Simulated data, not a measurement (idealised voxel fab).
Module name: voxel gate over fins (process module)
Cross-section cut spans 275 nm and uses square cells 5 nm in size.
How to read a cross-section here: the picture is a grid of square cells, written as bands going from the top down, and any band can span one or more rows of cells. In this notation a band is specified by the heights of its top and bottom, in that order and in nm, after which its materials appear from left to right, each paired with its width in nm. The word "edge to edge" attached to a single material means that material fills the band from edge to edge; the word "empty" stands for empty space. Height datum 0, below which the as-received substrate wafer is one material. Lowest band open at the bottom, running downward: "from 0 down". Graded width ("30->40"): value in top row of band = first number; value in bottom row = second number; row-to-row change constant. It should be understood that the words "nothing different", when stated for a given step, signify that the cross-section underwent no change in any of its cells during that step. Listed in "Sealed voids": every empty space of 8 or more cells without an open way to the top. Form: width x height at distance, the distance being from the left edge, all in nm. Heads up: the bit after the settings on a step's line is the simulator's remark on that step. Each step line may optionally specify "overlay nm", which for a step with a mask gives the rightward distance between the mask's planned place and where it lay, a negative value indicating the leftward direction.

## The process steps that were planned are listed below
1) RECEIVE [material Si]
2) CONFORMAL_DEP [material SiN] [thk nm 10]
3) DIRECTIONAL_DEP [material aC] [thk nm 15]
4) PATTERN [tone cover] [mask id FINS] [material resist] [width nm 15] [pitch nm 60] [thk nm 30] [overlay nm 0]
5) DIRECTIONAL_ETCH [etch materials aC] [depth nm 5]
6) STRIP [etch materials resist]
7) DIRECTIONAL_ETCH [etch materials SiN] [depth nm 10]
8) DIRECTIONAL_ETCH [etch materials Si] [depth nm 30]
9) STRIP [etch materials aC]
10) FILL_DEP [material SiO2] [thk nm 10]
11) CMP [height nm 10]
12) DIRECTIONAL_DEP [material aC] [thk nm 15]
13) PATTERN [tone open] [mask id RAIL] [material resist] [width nm 15] [thk nm 35] [overlay nm 0]
14) DIRECTIONAL_ETCH [etch materials aC] [depth nm 15]
15) STRIP [etch materials resist]
16) DIRECTIONAL_ETCH [etch materials SiO2] [depth nm 35]
17) STRIP [etch materials aC]
18) CONFORMAL_DEP [material TiN] [thk nm 5]
19) FILL_DEP [material W] [thk nm 10]
20) CMP [height nm 10]
21) SELECTIVE_ETCH [etch materials W Ru TiN] [depth nm 25]
22) FILL_DEP [material SiO2] [thk nm 5]
23) CMP [height nm 10]
24) SELECTIVE_ETCH [etch materials SiO2] [depth nm 20]
25) STRIP [etch materials SiN]
26) CONFORMAL_DEP [material HfO2] [thk nm 5]
27) CONFORMAL_DEP [material TiN] [thk nm 5]
28) CONFORMAL_DEP [material TiAl] [thk nm 5]
29) CONFORMAL_DEP [material TiN] [thk nm 5]
30) FILL_DEP [material W] [thk nm 15]
31) CMP [height nm 30]
32) CONFORMAL_DEP [material SiN] [thk nm 10]
Heads up: all these wafers start the same, and what changes between them is the depth nm in step 5. The value you see in the plan is just what the first wafer got.

## As received, i.e. after step 1: cross-section through the first of several wafers
* from 0 down  Si edge to edge
* Sealed voids: none

## Table: wafers, a row each; end-of-module cell change per material since receipt, gain (+), loss (-); then closed voids
depth nm 5; +55 HfO2; +110 SiN; +55 TiAl; +110 TiN; +110 W; Sealed voids: none
depth nm 10; +55 HfO2; +110 SiN; +55 TiAl; +110 TiN; +110 W; Sealed voids: none
depth nm 15; +63 HfO2; -294 Si; +110 SiN; +190 SiO2; +63 TiAl; +131 TiN; +177 W; Sealed voids: none
depth nm 20; +63 HfO2; -294 Si; +110 SiN; +190 SiO2; +63 TiAl; +131 TiN; +177 W; Sealed voids: none
depth nm 25; +63 HfO2; -294 Si; +110 SiN; +190 SiO2; +63 TiAl; +131 TiN; +177 W; Sealed voids: none
depth nm 30; +63 HfO2; -294 Si; +110 SiN; +190 SiO2; +63 TiAl; +131 TiN; +177 W; Sealed voids: none
